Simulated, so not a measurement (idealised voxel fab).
Process module heading - voxel wiring stack
In the cross-section labelled cut, the width is 240 nm and each square cell is 5 nm.
Format of a cross-section: grid, square cells. Given as bands. Order: top down. Band: one or more rows of cells.
The entry gives the band's vertical extent as a top height and a bottom height in nm, then its horizontal make-up as materials from left to right, each with a width in nm. "blank" stands for empty space; a single material marked "throughout" fills the band edge to edge.
A quick word on heights: they are counted from 0, and under that level the wafer as it came to us is one material throughout. The lowest band is different from the rest in having no bottom; it simply continues downward, written as in "0 -> down".
The notation "30..40" denotes a width that varies across the rows of cells in the band, beginning at the first number in the top row, finishing at the second number in the bottom row, and changing by an identical amount from each row to the next.
Basically "remains unaltered" means that step didn't change any cell in the cross-section.
In the "Sealed cavities" entry, you get each enclosed empty space of 8 cells or more, one with no open way to the top, written width x height at distance, distance from the left edge, in nm.
Post-settings text on a step line: simulator's own remark regarding the step.
When a step includes a mask, the "overlay nm" setting on its line states how far to the right of its planned place that mask lay, and negative values state how far to the left.

The steps planned for the process are as follows
| 1 | op RECEIVE | material Si |
| 2 | op CONFORMAL_DEP | material SiO2 | thk nm 15 |
| 3 | op DIRECTIONAL_DEP | material TiN | thk nm 5 |
| 4 | op DIRECTIONAL_DEP | material Ru | thk nm 15 |
| 5 | op PATTERN | tone cover | mask id METAL_1 | material resist | width nm 15 | pitch nm 55 | thk nm 15 | overlay nm 0 |
| 6 | op DIRECTIONAL_ETCH | etch materials Ru | depth nm 15 |
| 7 | op DIRECTIONAL_ETCH | etch materials TiN | depth nm 5 |
| 8 | op STRIP | etch materials resist |
| 9 | op CONFORMAL_DEP | material SiCN | thk nm 5 |
| 10 | op FILL_DEP | material lowk | thk nm 5 |
| 11 | op CMP | height nm 35 |
| 12 | op CONFORMAL_DEP | material SiCN | thk nm 5 |
| 13 | op DIRECTIONAL_DEP | material SiO2 | thk nm 30 |
| 14 | op DIRECTIONAL_DEP | material aC | thk nm 10 |
| 15 | op PATTERN | tone open | mask id METAL_2_HOLES | material resist | width nm 15 | pitch nm 55 | thk nm 25 | overlay nm 0 |
| 16 | op DIRECTIONAL_ETCH | etch materials aC | depth nm 10 |
| 17 | op STRIP | etch materials resist |
| 18 | op DIRECTIONAL_ETCH | etch materials SiO2 | depth nm 30 |
| 19 | op STRIP | etch materials aC |
| 20 | op DIRECTIONAL_DEP | material aC | thk nm 15 |
| 21 | op PATTERN | tone open | mask id METAL_2 | material resist | width nm 25 | pitch nm 55 | thk nm 35 | overlay nm 0 |
| 22 | op DIRECTIONAL_ETCH | etch materials aC | depth nm 15 |
| 23 | op STRIP | etch materials resist |
| 24 | op DIRECTIONAL_ETCH | etch materials SiO2 | depth nm 15 |
| 25 | op DIRECTIONAL_ETCH | etch materials SiCN | depth nm 5 |
| 26 | op STRIP | etch materials aC |
| 27 | op CONFORMAL_DEP | material TiN | thk nm 5 |
| 28 | op FILL_DEP | material Ru | thk nm 5 |
| 29 | op CMP | height nm 70 |
| 30 | op CONFORMAL_DEP | material SiCN | thk nm 5 |
The wafers are alike at the start. At step 5, their width nm differs. The plan lists the first wafer's value.

Step 1 complete: as-received cross-section of the first of several wafers
* 0 -> down = Si throughout
* Sealed cavities: none

Per wafer (row), end of module: delta in cells per material since receipt, (+) for gained, (-) for lost; closed voids after that
width nm 15; +57 Ru; +144 SiCN; +360 SiO2; +60 TiN; +99 lowk; Sealed cavities: none
width nm 20; +66 Ru; +141 SiCN; +360 SiO2; +63 TiN; +90 lowk; Sealed cavities: none
width nm 25; +75 Ru; +138 SiCN; +360 SiO2; +66 TiN; +81 lowk; Sealed cavities: none
width nm 30; +84 Ru; +135 SiCN; +360 SiO2; +69 TiN; +72 lowk; Sealed cavities: none
width nm 35; +93 Ru; +132 SiCN; +360 SiO2; +72 TiN; +63 lowk; Sealed cavities: none
width nm 40; +102 Ru; +129 SiCN; +360 SiO2; +75 TiN; +54 lowk; Sealed cavities: none
